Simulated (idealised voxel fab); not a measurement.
process module | voxel double patterning
cross-section cut | 160 nm wide | cells 5 nm
A cross-section is a grid of square cells, given in bands from the top down. A band is one or more rows of cells.
Each band's line starts with the height of the band's top and of its bottom, in nm. Then come its materials from left to right, each with its width in nm. One material with "throughout" fills the band from edge to edge. "air" is empty space.
Height 0 is the level under which the wafer as received is all one material. The lowest band goes on downwards, as in "0 down".
A width such as "30 to 40" changes by the same amount from each row of cells to the next, from the band's top row to its bottom row.
"no change" after a step means that no cell of the cross-section changed.
closed voids: empty space of 8 cells or more with no open way to the top, each as width x height at its distance from the left edge, in nm
after a step's settings: what the simulator itself notes on the step
overlay nm, on a step with a mask: how far to the right of its planned place the mask lay; to the left if negative
plan
1 op RECEIVE | material Si
2 op CONFORMAL_DEP | material SiO2 | thk nm 10
3 op DIRECTIONAL_DEP | material W | thk nm 10
4 op DIRECTIONAL_DEP | material SiN | thk nm 5
5 op DIRECTIONAL_DEP | material aC | thk nm 15
6 op PATTERN | tone open | mask id FIRST | material resist | width nm 15 | pitch nm 50 | thk nm 35 | overlay nm 0
7 op DIRECTIONAL_ETCH | etch materials aC | depth nm 15
8 op STRIP | etch materials resist
9 op DIRECTIONAL_ETCH | etch materials SiN | depth nm 5
10 op STRIP | etch materials aC
11 op DIRECTIONAL_DEP | material aC | thk nm 10
12 op PATTERN | tone open | mask id SECOND | material resist | width nm 15 | thk nm 30 | overlay nm 0
13 op DIRECTIONAL_ETCH | etch materials aC | depth nm 10
14 op STRIP | etch materials resist
15 op DIRECTIONAL_ETCH | etch materials SiN | depth nm 5
16 op STRIP | etch materials aC
17 op DIRECTIONAL_ETCH | etch materials W | depth nm 10
18 op STRIP | etch materials SiN
as received, after step 1
  0 down: Si throughout
  closed voids: none
a wafer at the end: this start, this plan, one mistake
  20 to 10: SiO2 throughout
  10 to 0: W throughout
  0 down: Si throughout
  closed voids: none
what went wrong: steps 2 and 3 were swapped
